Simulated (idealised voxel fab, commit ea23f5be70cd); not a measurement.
Title: Process Module voxel plated lines
Square cells of 5 nm make up the cross-section cut, whose width is 225 nm.
If you're reading a cross-section in this doc, picture square cells in a grid; it comes to you as bands, top ones listed first down to the bottom, and a band can be one or more rows of cells.
Heads up on the band format: heights come first, top then bottom, in nm. After that it's the materials left to right, each with its width in nm. A single material flagged "throughout" fills the whole band edge to edge, and "empty" means there's empty space there.
Note: height 0 marks the level under which the wafer is uniformly one material as received. Lowest band unbounded below, written "0 down".
Top row gets the first number, bottom row gets the second, and each row in between changes by the same step: that is how a band width like "30->40" works.
Given "same as before" for a step, no cell of the cross-section differs between before and after that step.
Entry "Tabulated closed voids" = empty spaces >= 8 cells with no open way to the top; each as width x height at distance, distance from left edge, all nm.
Step line, after settings: the simulator's comment on this step.
overlay nm: mask right of planned place by this much (step with mask). Neg. = left.
Every pair from here on: before one process step, after it. The after cross-section reaches only to the lowest band that changed. Below the pair: the step in between and its settings. Pairs can belong to different runs of this module on the same starting wafer; a pair carries on from the pair above only if the entry headed "Structure before processing" says so.
Structure before processing:
0 down  Si throughout
Tabulated closed voids: none
Result of Step:
15 to 0  Al2O3 throughout
Under 0: no change, same as before.
Tabulated closed voids: none
Upper to lower cross-section via CONFORMAL_DEP, material Al2O3, thk nm 15
Structure before processing: after-step cross-section of the pair just above applies.
Result of Step:
20 to 15  TiN throughout
Under 15: no change, same as before.
Tabulated closed voids: none
Upper to lower cross-section via DIRECTIONAL_DEP, material TiN, thk nm 5
Structure before processing: after-step cross-section of the pair just above applies.
Result of Step:
50 to 20  resist 35; empty 20; resist 25; empty 20; resist 25; empty 20; resist 25; empty 20; resist 35
Under 20: no change, same as before.
Tabulated closed voids: none
Upper to lower cross-section via PATTERN, tone open, mask id LINES, material resist, width nm 20, pitch nm 45, thk nm 30, overlay nm 0
Structure before processing: after-step cross-section of the pair just above applies.
Result of Step:
50 to 25  resist 35; empty 20; resist 25; empty 20; resist 25; empty 20; resist 25; empty 20; resist 35
25 to 20  resist 35; Ru 20; resist 25; Ru 20; resist 25; Ru 20; resist 25; Ru 20; resist 35
Under 20: no change, same as before.
Tabulated closed voids: none
Upper to lower cross-section via EPI, material Ru, thk nm 5
Structure before processing: after-step cross-section of the pair just above applies.
Result of Step:
50 to 35  resist 35; empty 20; resist 25; empty 20; resist 25; empty 20; resist 25; empty 20; resist 35
35 to 20  resist 35; Ru 20; resist 25; Ru 20; resist 25; Ru 20; resist 25; Ru 20; resist 35
Under 20: no change, same as before.
Tabulated closed voids: none
Upper to lower cross-section via EPI, material Ru, thk nm 10
Structure before processing: after-step cross-section of the pair just above applies.
Result of Step:
35 to 20  empty 35; Ru 20; empty 25; Ru 20; empty 25; Ru 20; empty 25; Ru 20; empty 35
Under 20: no change, same as before.
Tabulated closed voids: none
Upper to lower cross-section via STRIP, etch materials resist
Structure before processing: after-step cross-section of the pair just above applies.
Result of Step:
35 to 20  empty 35; Ru 20; empty 25; Ru 20; empty 25; Ru 20; empty 25; Ru 20; empty 35
20 to 15  empty 35; TiN 20; empty 25; TiN 20; empty 25; TiN 20; empty 25; TiN 20; empty 35
Under 15: no change, same as before.
Tabulated closed voids: none
Upper to lower cross-section via DIRECTIONAL_ETCH, etch materials TiN, depth nm 5
Structure before processing: after-step cross-section of the pair just above applies.
Result of Step:
40 to 35  empty 30; SiN 30; empty 15; SiN 30; empty 15; SiN 30; empty 15; SiN 30; empty 30
35 to 20  empty 30; SiN 5; Ru 20; SiN 5; empty 15; SiN 5; Ru 20; SiN 5; empty 15; SiN 5; Ru 20; SiN 5; empty 15; SiN 5; Ru 20; SiN 5; empty 30
20 to 15  SiN 35; TiN 20; SiN 25; TiN 20; SiN 25; TiN 20; SiN 25; TiN 20; SiN 35
Under 15: no change, same as before.
Tabulated closed voids: none
Upper to lower cross-section via CONFORMAL_DEP, material SiN, thk nm 5
Structure before processing:
0 down  Si throughout
Tabulated closed voids: none
Result of Step:
5 to 0  TiN throughout
Under 0: no change, same as before.
Tabulated closed voids: none
Upper to lower cross-section via DIRECTIONAL_DEP, material TiN, thk nm 5
Structure before processing: after-step cross-section of the pair just above applies.
Result of Step:
35 to 5  resist 35; empty 20; resist 25; empty 20; resist 25; empty 20; resist 25; empty 20; resist 35
Under 5: no change, same as before.
Tabulated closed voids: none
Upper to lower cross-section via PATTERN, tone open, mask id LINES, material resist, width nm 20, pitch nm 45, thk nm 30, overlay nm 0
Structure before processing: after-step cross-section of the pair just above applies.
Result of Step:
35 to 10  resist 35; empty 20; resist 25; empty 20; resist 25; empty 20; resist 25; empty 20; resist 35
10 to 5  resist 35; Ru 20; resist 25; Ru 20; resist 25; Ru 20; resist 25; Ru 20; resist 35
Under 5: no change, same as before.
Tabulated closed voids: none
Upper to lower cross-section via EPI, material Ru, thk nm 5
Structure before processing: after-step cross-section of the pair just above applies.
Result of Step:
35 to 20  resist 35; empty 20; resist 25; empty 20; resist 25; empty 20; resist 25; empty 20; resist 35
20 to 5  resist 35; Ru 20; resist 25; Ru 20; resist 25; Ru 20; resist 25; Ru 20; resist 35
Under 5: no change, same as before.
Tabulated closed voids: none
Upper to lower cross-section via EPI, material Ru, thk nm 10
Structure before processing: after-step cross-section of the pair just above applies.
Result of Step:
20 to 5  empty 35; Ru 20; empty 25; Ru 20; empty 25; Ru 20; empty 25; Ru 20; empty 35
Under 5: no change, same as before.
Tabulated closed voids: none
Upper to lower cross-section via STRIP, etch materials resist
Structure before processing: after-step cross-section of the pair just above applies.
Result of Step:
20 to 5  empty 35; Ru 20; empty 25; Ru 20; empty 25; Ru 20; empty 25; Ru 20; empty 35
5 to 0  empty 35; TiN 20; empty 25; TiN 20; empty 25; TiN 20; empty 25; TiN 20; empty 35
Under 0: no change, same as before.
Tabulated closed voids: none
Upper to lower cross-section via DIRECTIONAL_ETCH, etch materials TiN, depth nm 5
Structure before processing: after-step cross-section of the pair just above applies.
Result of Step:
25 to 20  empty 30; SiN 30; empty 15; SiN 30; empty 15; SiN 30; empty 15; SiN 30; empty 30
20 to 5  empty 30; SiN 5; Ru 20; SiN 5; empty 15; SiN 5; Ru 20; SiN 5; empty 15; SiN 5; Ru 20; SiN 5; empty 15; SiN 5; Ru 20; SiN 5; empty 30
5 to 0  SiN 35; TiN 20; SiN 25; TiN 20; SiN 25; TiN 20; SiN 25; TiN 20; SiN 35
Under 0: no change, same as before.
Tabulated closed voids: none
Upper to lower cross-section via CONFORMAL_DEP, material SiN, thk nm 5
Structure before processing:
15 to 0  Al2O3 throughout
0 down  Si throughout
Tabulated closed voids: none
Result of Step:
30 to 0  Al2O3 throughout
Under 0: no change, same as before.
Tabulated closed voids: none
Upper to lower cross-section via CONFORMAL_DEP, material Al2O3, thk nm 15
Structure before processing: after-step cross-section of the pair just above applies.
Result of Step:
35 to 30  TiN throughout
Under 30: no change, same as before.
Tabulated closed voids: none
Upper to lower cross-section via DIRECTIONAL_DEP, material TiN, thk nm 5
Structure before processing: after-step cross-section of the pair just above applies.
Result of Step:
65 to 35  resist 35; empty 20; resist 25; empty 20; resist 25; empty 20; resist 25; empty 20; resist 35
Under 35: no change, same as before.
Tabulated closed voids: none
Upper to lower cross-section via PATTERN, tone open, mask id LINES, material resist, width nm 20, pitch nm 45, thk nm 30, overlay nm 0
Structure before processing: after-step cross-section of the pair just above applies.
Result of Step:
65 to 40  resist 35; empty 20; resist 25; empty 20; resist 25; empty 20; resist 25; empty 20; resist 35
40 to 35  resist 35; Ru 20; resist 25; Ru 20; resist 25; Ru 20; resist 25; Ru 20; resist 35
Under 35: no change, same as before.
Tabulated closed voids: none
Upper to lower cross-section via EPI, material Ru, thk nm 5
Structure before processing: after-step cross-section of the pair just above applies.
Result of Step:
65 to 50  resist 35; empty 20; resist 25; empty 20; resist 25; empty 20; resist 25; empty 20; resist 35
50 to 35  resist 35; Ru 20; resist 25; Ru 20; resist 25; Ru 20; resist 25; Ru 20; resist 35
Under 35: no change, same as before.
Tabulated closed voids: none
Upper to lower cross-section via EPI, material Ru, thk nm 10
Structure before processing: after-step cross-section of the pair just above applies.
Result of Step:
50 to 35  empty 35; Ru 20; empty 25; Ru 20; empty 25; Ru 20; empty 25; Ru 20; empty 35
Under 35: no change, same as before.
Tabulated closed voids: none
Upper to lower cross-section via STRIP, etch materials resist
Structure before processing: after-step cross-section of the pair just above applies.
Result of Step:
50 to 35  empty 35; Ru 20; empty 25; Ru 20; empty 25; Ru 20; empty 25; Ru 20; empty 35
35 to 30  empty 35; TiN 20; empty 25; TiN 20; empty 25; TiN 20; empty 25; TiN 20; empty 35
Under 30: no change, same as before.
Tabulated closed voids: none
Upper to lower cross-section via DIRECTIONAL_ETCH, etch materials TiN, depth nm 5
Structure before processing: after-step cross-section of the pair just above applies.
Result of Step:
55 to 50  empty 30; SiN 30; empty 15; SiN 30; empty 15; SiN 30; empty 15; SiN 30; empty 30
50 to 35  empty 30; SiN 5; Ru 20; SiN 5; empty 15; SiN 5; Ru 20; SiN 5; empty 15; SiN 5; Ru 20; SiN 5; empty 15; SiN 5; Ru 20; SiN 5; empty 30
35 to 30  SiN 35; TiN 20; SiN 25; TiN 20; SiN 25; TiN 20; SiN 25; TiN 20; SiN 35
Under 30: no change, same as before.
Tabulated closed voids: none
Upper to lower cross-section via CONFORMAL_DEP, material SiN, thk nm 5
Structure before processing:
20 to 15  TiN throughout
15 to 0  Al2O3 throughout
0 down  Si throughout
Tabulated closed voids: none
Result of Step:
25 to 20  Ru throughout
Under 20: no change, same as before.
Tabulated closed voids: none
Upper to lower cross-section via EPI, material Ru, thk nm 5
Structure before processing: after-step cross-section of the pair just above applies.
Result of Step:
55 to 25  resist 35; empty 20; resist 25; empty 20; resist 25; empty 20; resist 25; empty 20; resist 35
Under 25: no change, same as before.
Tabulated closed voids: none
Upper to lower cross-section via PATTERN, tone open, mask id LINES, material resist, width nm 20, pitch nm 45, thk nm 30, overlay nm 0
Structure before processing: after-step cross-section of the pair just above applies.
Result of Step:
55 to 35  resist 35; empty 20; resist 25; empty 20; resist 25; empty 20; resist 25; empty 20; resist 35
35 to 25  resist 35; Ru 20; resist 25; Ru 20; resist 25; Ru 20; resist 25; Ru 20; resist 35
Under 25: no change, same as before.
Tabulated closed voids: none
Upper to lower cross-section via EPI, material Ru, thk nm 10
Structure before processing: after-step cross-section of the pair just above applies.
Result of Step:
35 to 25  empty 35; Ru 20; empty 25; Ru 20; empty 25; Ru 20; empty 25; Ru 20; empty 35
Under 25: no change, same as before.
Tabulated closed voids: none
Upper to lower cross-section via STRIP, etch materials resist
Structure before processing: after-step cross-section of the pair just above applies.
Result of Step:
40 to 35  empty 30; SiN 30; empty 15; SiN 30; empty 15; SiN 30; empty 15; SiN 30; empty 30
35 to 30  empty 30; SiN 5; Ru 20; SiN 5; empty 15; SiN 5; Ru 20; SiN 5; empty 15; SiN 5; Ru 20; SiN 5; empty 15; SiN 5; Ru 20; SiN 5; empty 30
30 to 25  SiN 35; Ru 20; SiN 25; Ru 20; SiN 25; Ru 20; SiN 25; Ru 20; SiN 35
Under 25: no change, same as before.
Tabulated closed voids: none
Upper to lower cross-section via CONFORMAL_DEP, material SiN, thk nm 5
Structure before processing:
0 down  Si throughout
Tabulated closed voids: none
Result of Step:
5 to 0  Al2O3 throughout
Under 0: no change, same as before.
Tabulated closed voids: none
Upper to lower cross-section via CONFORMAL_DEP, material Al2O3, thk nm 5
Structure before processing: after-step cross-section of the pair just above applies.
Result of Step:
10 to 5  TiN throughout
Under 5: no change, same as before.
Tabulated closed voids: none
Upper to lower cross-section via DIRECTIONAL_DEP, material TiN, thk nm 5
Structure before processing: after-step cross-section of the pair just above applies.
Result of Step:
40 to 10  resist 35; empty 20; resist 25; empty 20; resist 25; empty 20; resist 25; empty 20; resist 35
Under 10: no change, same as before.
Tabulated closed voids: none
Upper to lower cross-section via PATTERN, tone open, mask id LINES, material resist, width nm 20, pitch nm 45, thk nm 30, overlay nm 0
Structure before processing: after-step cross-section of the pair just above applies.
Result of Step:
40 to 15  resist 35; empty 20; resist 25; empty 20; resist 25; empty 20; resist 25; empty 20; resist 35
15 to 10  resist 35; Ru 20; resist 25; Ru 20; resist 25; Ru 20; resist 25; Ru 20; resist 35
Under 10: no change, same as before.
Tabulated closed voids: none
Upper to lower cross-section via EPI, material Ru, thk nm 5
Structure before processing: after-step cross-section of the pair just above applies.
Result of Step:
40 to 25  resist 35; empty 20; resist 25; empty 20; resist 25; empty 20; resist 25; empty 20; resist 35
25 to 10  resist 35; Ru 20; resist 25; Ru 20; resist 25; Ru 20; resist 25; Ru 20; resist 35
Under 10: no change, same as before.
Tabulated closed voids: none
Upper to lower cross-section via EPI, material Ru, thk nm 10
Structure before processing: after-step cross-section of the pair just above applies.
Result of Step:
25 to 10  empty 35; Ru 20; empty 25; Ru 20; empty 25; Ru 20; empty 25; Ru 20; empty 35
Under 10: no change, same as before.
Tabulated closed voids: none
Upper to lower cross-section via STRIP, etch materials resist
Structure before processing: after-step cross-section of the pair just above applies.
Result of Step:
25 to 10  empty 35; Ru 20; empty 25; Ru 20; empty 25; Ru 20; empty 25; Ru 20; empty 35
10 to 5  empty 35; TiN 20; empty 25; TiN 20; empty 25; TiN 20; empty 25; TiN 20; empty 35
Under 5: no change, same as before.
Tabulated closed voids: none
Upper to lower cross-section via DIRECTIONAL_ETCH, etch materials TiN, depth nm 5
Structure before processing: after-step cross-section of the pair just above applies.
Result of Step:
30 to 25  empty 30; SiN 30; empty 15; SiN 30; empty 15; SiN 30; empty 15; SiN 30; empty 30
25 to 10  empty 30; SiN 5; Ru 20; SiN 5; empty 15; SiN 5; Ru 20; SiN 5; empty 15; SiN 5; Ru 20; SiN 5; empty 15; SiN 5; Ru 20; SiN 5; empty 30
10 to 5  SiN 35; TiN 20; SiN 25; TiN 20; SiN 25; TiN 20; SiN 25; TiN 20; SiN 35
Under 5: no change, same as before.
Tabulated closed voids: none
Upper to lower cross-section via CONFORMAL_DEP, material SiN, thk nm 5
Structure before processing:
20 to 15  TiN throughout
15 to 0  Al2O3 throughout
0 down  Si throughout
Tabulated closed voids: none
Result of Step:
50 to 20  resist 30; empty 30; resist 15; empty 30; resist 15; empty 30; resist 15; empty 30; resist 30
Under 20: no change, same as before.
Tabulated closed voids: none
Upper to lower cross-section via PATTERN, tone open, mask id LINES, material resist, width nm 30, pitch nm 45, thk nm 30, overlay nm 0
Structure before processing: after-step cross-section of the pair just above applies.
Result of Step:
50 to 25  resist 30; empty 30; resist 15; empty 30; resist 15; empty 30; resist 15; empty 30; resist 30
25 to 20  resist 30; Ru 30; resist 15; Ru 30; resist 15; Ru 30; resist 15; Ru 30; resist 30
Under 20: no change, same as before.
Tabulated closed voids: none
Upper to lower cross-section via EPI, material Ru, thk nm 5
Structure before processing: after-step cross-section of the pair just above applies.
Result of Step:
50 to 35  resist 30; empty 30; resist 15; empty 30; resist 15; empty 30; resist 15; empty 30; resist 30
35 to 20  resist 30; Ru 30; resist 15; Ru 30; resist 15; Ru 30; resist 15; Ru 30; resist 30
Under 20: no change, same as before.
Tabulated closed voids: none
Upper to lower cross-section via EPI, material Ru, thk nm 10
Structure before processing: after-step cross-section of the pair just above applies.
Result of Step:
35 to 20  empty 30; Ru 30; empty 15; Ru 30; empty 15; Ru 30; empty 15; Ru 30; empty 30
Under 20: no change, same as before.
Tabulated closed voids: none
Upper to lower cross-section via STRIP, etch materials resist
Structure before processing: after-step cross-section of the pair just above applies.
Result of Step:
35 to 20  empty 30; Ru 30; empty 15; Ru 30; empty 15; Ru 30; empty 15; Ru 30; empty 30
20 to 15  empty 30; TiN 30; empty 15; TiN 30; empty 15; TiN 30; empty 15; TiN 30; empty 30
Under 15: no change, same as before.
Tabulated closed voids: none
Upper to lower cross-section via DIRECTIONAL_ETCH, etch materials TiN, depth nm 5
Structure before processing: after-step cross-section of the pair just above applies.
Result of Step:
40 to 35  empty 25; SiN 40; empty 5; SiN 40; empty 5; SiN 40; empty 5; SiN 40; empty 25
35 to 20  empty 25; SiN 5; Ru 30; SiN 5; empty 5; SiN 5; Ru 30; SiN 5; empty 5; SiN 5; Ru 30; SiN 5; empty 5; SiN 5; Ru 30; SiN 5; empty 25
20 to 15  SiN 30; TiN 30; SiN 15; TiN 30; SiN 15; TiN 30; SiN 15; TiN 30; SiN 30
Under 15: no change, same as before.
Tabulated closed voids: none
Upper to lower cross-section via CONFORMAL_DEP, material SiN, thk nm 5
Structure before processing:
20 to 15  TiN throughout
15 to 0  Al2O3 throughout
0 down  Si throughout
Tabulated closed voids: none
Result of Step:
50 to 20  resist 40; empty 20; resist 25; empty 20; resist 25; empty 20; resist 25; empty 20; resist 30
Under 20: no change, same as before.
Tabulated closed voids: none
Upper to lower cross-section via PATTERN, tone open, mask id LINES, material resist, width nm 20, pitch nm 45, thk nm 30, overlay nm 5
Structure before processing: after-step cross-section of the pair just above applies.
Result of Step:
50 to 25  resist 40; empty 20; resist 25; empty 20; resist 25; empty 20; resist 25; empty 20; resist 30
25 to 20  resist 40; Ru 20; resist 25; Ru 20; resist 25; Ru 20; resist 25; Ru 20; resist 30
Under 20: no change, same as before.
Tabulated closed voids: none
Upper to lower cross-section via EPI, material Ru, thk nm 5
Structure before processing: after-step cross-section of the pair just above applies.
Result of Step:
50 to 35  resist 40; empty 20; resist 25; empty 20; resist 25; empty 20; resist 25; empty 20; resist 30
35 to 20  resist 40; Ru 20; resist 25; Ru 20; resist 25; Ru 20; resist 25; Ru 20; resist 30
Under 20: no change, same as before.
Tabulated closed voids: none
Upper to lower cross-section via EPI, material Ru, thk nm 10
Structure before processing: after-step cross-section of the pair just above applies.
Result of Step:
35 to 20  empty 40; Ru 20; empty 25; Ru 20; empty 25; Ru 20; empty 25; Ru 20; empty 30
Under 20: no change, same as before.
Tabulated closed voids: none
Upper to lower cross-section via STRIP, etch materials resist
Structure before processing: after-step cross-section of the pair just above applies.
Result of Step:
35 to 20  empty 40; Ru 20; empty 25; Ru 20; empty 25; Ru 20; empty 25; Ru 20; empty 30
20 to 15  empty 40; TiN 20; empty 25; TiN 20; empty 25; TiN 20; empty 25; TiN 20; empty 30
Under 15: no change, same as before.
Tabulated closed voids: none
Upper to lower cross-section via DIRECTIONAL_ETCH, etch materials TiN, depth nm 5
Structure before processing: after-step cross-section of the pair just above applies.
Result of Step:
40 to 35  empty 35; SiN 30; empty 15; SiN 30; empty 15; SiN 30; empty 15; SiN 30; empty 25
35 to 20  empty 35; SiN 5; Ru 20; SiN 5; empty 15; SiN 5; Ru 20; SiN 5; empty 15; SiN 5; Ru 20; SiN 5; empty 15; SiN 5; Ru 20; SiN 5; empty 25
20 to 15  SiN 40; TiN 20; SiN 25; TiN 20; SiN 25; TiN 20; SiN 25; TiN 20; SiN 30
Under 15: no change, same as before.
Tabulated closed voids: none
Upper to lower cross-section via CONFORMAL_DEP, material SiN, thk nm 5
Structure before processing:
0 down  Si throughout
Tabulated closed voids: none
Result of Step:
15 to 0  TiN throughout
Under 0: no change, same as before.
Tabulated closed voids: none
Upper to lower cross-section via CONFORMAL_DEP, material TiN, thk nm 15
Structure before processing: after-step cross-section of the pair just above applies.
Result of Step:
20 to 0  TiN throughout
Under 0: no change, same as before.
Tabulated closed voids: none
Upper to lower cross-section via DIRECTIONAL_DEP, material TiN, thk nm 5
Structure before processing: after-step cross-section of the pair just above applies.
Result of Step:
50 to 20  resist 35; empty 20; resist 25; empty 20; resist 25; empty 20; resist 25; empty 20; resist 35
Under 20: no change, same as before.
Tabulated closed voids: none
Upper to lower cross-section via PATTERN, tone open, mask id LINES, material resist, width nm 20, pitch nm 45, thk nm 30, overlay nm 0
Structure before processing: after-step cross-section of the pair just above applies.
Result of Step:
50 to 25  resist 35; empty 20; resist 25; empty 20; resist 25; empty 20; resist 25; empty 20; resist 35
25 to 20  resist 35; Ru 20; resist 25; Ru 20; resist 25; Ru 20; resist 25; Ru 20; resist 35
Under 20: no change, same as before.
Tabulated closed voids: none
Upper to lower cross-section via EPI, material Ru, thk nm 5
Structure before processing: after-step cross-section of the pair just above applies.
Result of Step:
50 to 35  resist 35; empty 20; resist 25; empty 20; resist 25; empty 20; resist 25; empty 20; resist 35
35 to 20  resist 35; Ru 20; resist 25; Ru 20; resist 25; Ru 20; resist 25; Ru 20; resist 35
Under 20: no change, same as before.
Tabulated closed voids: none
Upper to lower cross-section via EPI, material Ru, thk nm 10
Structure before processing: after-step cross-section of the pair just above applies.
Result of Step:
35 to 20  empty 35; Ru 20; empty 25; Ru 20; empty 25; Ru 20; empty 25; Ru 20; empty 35
Under 20: no change, same as before.
Tabulated closed voids: none
Upper to lower cross-section via STRIP, etch materials resist
Structure before processing: after-step cross-section of the pair just above applies.
Result of Step:
35 to 20  empty 35; Ru 20; empty 25; Ru 20; empty 25; Ru 20; empty 25; Ru 20; empty 35
20 to 15  empty 35; TiN 20; empty 25; TiN 20; empty 25; TiN 20; empty 25; TiN 20; empty 35
Under 15: no change, same as before.
Tabulated closed voids: none
Upper to lower cross-section via DIRECTIONAL_ETCH, etch materials TiN, depth nm 5
Structure before processing: after-step cross-section of the pair just above applies.
Result of Step:
40 to 35  empty 30; SiN 30; empty 15; SiN 30; empty 15; SiN 30; empty 15; SiN 30; empty 30
35 to 20  empty 30; SiN 5; Ru 20; SiN 5; empty 15; SiN 5; Ru 20; SiN 5; empty 15; SiN 5; Ru 20; SiN 5; empty 15; SiN 5; Ru 20; SiN 5; empty 30
20 to 15  SiN 35; TiN 20; SiN 25; TiN 20; SiN 25; TiN 20; SiN 25; TiN 20; SiN 35
Under 15: no change, same as before.
Tabulated closed voids: none
Upper to lower cross-section via CONFORMAL_DEP, material SiN, thk nm 5
Structure before processing:
20 to 15  TiN throughout
15 to 0  Al2O3 throughout
0 down  Si throughout
Tabulated closed voids: none
Result of Step:
50 to 20  empty 35; resist 20; empty 25; resist 20; empty 25; resist 20; empty 25; resist 20; empty 35
Under 20: no change, same as before.
Tabulated closed voids: none
Upper to lower cross-section via PATTERN, tone cover, mask id LINES, material resist, width nm 20, pitch nm 45, thk nm 30, overlay nm 0
Structure before processing: after-step cross-section of the pair just above applies.
Result of Step:
50 to 25  empty 35; resist 20; empty 25; resist 20; empty 25; resist 20; empty 25; resist 20; empty 35
25 to 20  Ru 35; resist 20; Ru 25; resist 20; Ru 25; resist 20; Ru 25; resist 20; Ru 35
Under 20: no change, same as before.
Tabulated closed voids: none
Upper to lower cross-section via EPI, material Ru, thk nm 5
Structure before processing: after-step cross-section of the pair just above applies.
Result of Step:
50 to 35  empty 35; resist 20; empty 25; resist 20; empty 25; resist 20; empty 25; resist 20; empty 35
35 to 20  Ru 35; resist 20; Ru 25; resist 20; Ru 25; resist 20; Ru 25; resist 20; Ru 35
Under 20: no change, same as before.
Tabulated closed voids: none
Upper to lower cross-section via EPI, material Ru, thk nm 10
Structure before processing: after-step cross-section of the pair just above applies.
Result of Step:
35 to 20  Ru 35; empty 20; Ru 25; empty 20; Ru 25; empty 20; Ru 25; empty 20; Ru 35
Under 20: no change, same as before.
Tabulated closed voids: none
Upper to lower cross-section via STRIP, etch materials resist
Structure before processing: after-step cross-section of the pair just above applies.
Result of Step:
35 to 20  Ru 35; empty 20; Ru 25; empty 20; Ru 25; empty 20; Ru 25; empty 20; Ru 35
20 to 15  TiN 35; empty 20; TiN 25; empty 20; TiN 25; empty 20; TiN 25; empty 20; TiN 35
Under 15: no change, same as before.
Tabulated closed voids: none
Upper to lower cross-section via DIRECTIONAL_ETCH, etch materials TiN, depth nm 5
Structure before processing: after-step cross-section of the pair just above applies.
Result of Step:
40 to 35  SiN 40; empty 10; SiN 35; empty 10; SiN 35; empty 10; SiN 35; empty 10; SiN 40
35 to 20  Ru 35; SiN 5; empty 10; SiN 5; Ru 25; SiN 5; empty 10; SiN 5; Ru 25; SiN 5; empty 10; SiN 5; Ru 25; SiN 5; empty 10; SiN 5; Ru 35
20 to 15  TiN 35; SiN 20; TiN 25; SiN 20; TiN 25; SiN 20; TiN 25; SiN 20; TiN 35
Under 15: no change, same as before.
Tabulated closed voids: none
Upper to lower cross-section via CONFORMAL_DEP, material SiN, thk nm 5
